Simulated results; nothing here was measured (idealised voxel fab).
The document below concerns the process module designated voxel self aligned vias.
cross-section cut | 295 nm wide | cells 5 nm
In what follows, cross-sections appear as grids of square cells, described through bands that run from the top down, where every band is one or more rows of cells.
Band: top and bottom heights (nm) first, top before bottom; then materials from left to right, widths in nm. "everywhere" marks a sole material filling the band edge to edge. "blank" denotes empty space.
Heights are expressed relative to 0, this being the level below which the as-received wafer comprises one material exclusively. The lowest band is unbounded in the downward direction and is denoted as in "from 0 down".
The width entry "30..40" should be interpreted row by row: the top row of cells in the band takes the first number, the bottom row takes the second number, and the change between adjacent rows is uniform throughout.
When a step is marked "nothing was modified", none of the cells in the cross-section changed during that step.
Unvented internal voids: empty space of 8 cells or more with no open way to the top, each as width x height at its distance from the left edge, in nm
If you see something after the settings on a step's line, that's the simulator's own remark about that step.
The line of a step may include "overlay nm". On a step with a mask, this value is how far to the right of its planned place the mask lay. A negative value means the mask lay to the left.
# This section lists the process steps that were planned
step 1: RECEIVE with material Si
step 2: CONFORMAL_DEP with material SiO2, thk nm 15
step 3: CONFORMAL_DEP with material SiCN, thk nm 5
step 4: DIRECTIONAL_DEP with material lowk, thk nm 25
step 5: DIRECTIONAL_DEP with material aC, thk nm 15
step 6: PATTERN with tone open, mask id LINES, material resist, width nm 25, pitch nm 60, thk nm 30, overlay nm -15
step 7: DIRECTIONAL_ETCH with etch materials aC, depth nm 15
step 8: STRIP with etch materials resist
step 9: DIRECTIONAL_ETCH with etch materials lowk, depth nm 25
step 10: STRIP with etch materials aC
step 11: CONFORMAL_DEP with material TiN, thk nm 5
step 12: FILL_DEP with material Ru, thk nm 10
step 13: CMP with height nm 45
step 14: SELECTIVE_ETCH with etch materials W Ru TiN, depth nm 5
step 15: FILL_DEP with material SiN, thk nm 5
step 16: CMP with height nm 45
step 17: DIRECTIONAL_DEP with material lowk, thk nm 15
step 18: PATTERN with tone open, mask id VIAS, material resist, width nm 45, pitch nm 60, thk nm 15, overlay nm 0
step 19: DIRECTIONAL_ETCH with etch materials lowk, depth nm 15
step 20: DIRECTIONAL_ETCH with etch materials SiN, depth nm 5
step 21: STRIP with etch materials resist
step 22: CONFORMAL_DEP with material TiN, thk nm 5
step 23: FILL_DEP with material Ru, thk nm 10
step 24: CMP with height nm 60
step 25: CONFORMAL_DEP with material SiN, thk nm 5
Across this set of wafers, the varied parameter is the overlay nm of step 6. Starting conditions are identical for every wafer, and the plan reports the value assigned to the first wafer.
# The as-received cross-section of the first of several wafers corresponds to the state after step 1
from 0 down = Si everywhere
Unvented internal voids: none
# End of module: cross-section of the first of several wafers after step 25, the last step
from 65 to 60 = SiN everywhere
from 60 to 50 = lowk: 65; TiN: 5; Ru: 35; TiN: 5; lowk: 15; TiN: 5; Ru: 35; TiN: 5; lowk: 15; TiN: 5; Ru: 35; TiN: 5; lowk: 65
from 50 to 45 = lowk: 65; TiN: 5; Ru: 10; TiN: 30; lowk: 15; TiN: 5; Ru: 10; TiN: 30; lowk: 15; TiN: 5; Ru: 10; TiN: 30; lowk: 65
from 45 to 40 = lowk: 60; SiN: 5; TiN: 20; lowk: 35; SiN: 5; TiN: 20; lowk: 35; SiN: 5; TiN: 20; lowk: 90
from 40 to 25 = lowk: 60; TiN: 5; Ru: 15; TiN: 5; lowk: 35; TiN: 5; Ru: 15; TiN: 5; lowk: 35; TiN: 5; Ru: 15; TiN: 5; lowk: 90
from 25 to 20 = lowk: 60; TiN: 25; lowk: 35; TiN: 25; lowk: 35; TiN: 25; lowk: 90
from 20 to 15 = SiCN everywhere
from 15 to 0 = SiO2 everywhere
from 0 down = Si everywhere
Unvented internal voids: none
# End of module: cross-section, last of several wafers
from 65 to 60 = SiN everywhere
from 60 to 50 = lowk: 65; TiN: 5; Ru: 35; TiN: 5; lowk: 15; TiN: 5; Ru: 35; TiN: 5; lowk: 15; TiN: 5; Ru: 35; TiN: 5; lowk: 65
from 50 to 45 = lowk: 65; TiN: 30; Ru: 10; TiN: 5; lowk: 15; TiN: 30; Ru: 10; TiN: 5; lowk: 15; TiN: 30; Ru: 10; TiN: 5; lowk: 65
from 45 to 40 = lowk: 90; TiN: 20; SiN: 5; lowk: 35; TiN: 20; SiN: 5; lowk: 35; TiN: 20; SiN: 5; lowk: 60
from 40 to 25 = lowk: 90; TiN: 5; Ru: 15; TiN: 5; lowk: 35; TiN: 5; Ru: 15; TiN: 5; lowk: 35; TiN: 5; Ru: 15; TiN: 5; lowk: 60
from 25 to 20 = lowk: 90; TiN: 25; lowk: 35; TiN: 25; lowk: 35; TiN: 25; lowk: 60
from 20 to 15 = SiCN everywhere
from 15 to 0 = SiO2 everywhere
from 0 down = Si everywhere
Unvented internal voids: none
# Tabulated below, wafer by wafer, are the end-of-module results: for each material, the number of cells gained (+) or lost (-) relative to the as-received state, followed by the closed voids
overlay nm -15 | +75 Ru | +59 SiCN | +62 SiN | +177 SiO2 | +78 TiN | +316 lowk | Unvented internal voids: none
overlay nm -10 | +78 Ru | +59 SiCN | +59 SiN | +177 SiO2 | +78 TiN | +316 lowk | Unvented internal voids: none
overlay nm -5 | +78 Ru | +59 SiCN | +59 SiN | +177 SiO2 | +78 TiN | +316 lowk | Unvented internal voids: none
overlay nm 0 | +78 Ru | +59 SiCN | +59 SiN | +177 SiO2 | +78 TiN | +316 lowk | Unvented internal voids: none
overlay nm 5 | +78 Ru | +59 SiCN | +59 SiN | +177 SiO2 | +78 TiN | +316 lowk | Unvented internal voids: none
overlay nm 10 | +78 Ru | +59 SiCN | +59 SiN | +177 SiO2 | +78 TiN | +316 lowk | Unvented internal voids: none
overlay nm 15 | +75 Ru | +59 SiCN | +62 SiN | +177 SiO2 | +78 TiN | +316 lowk | Unvented internal voids: none
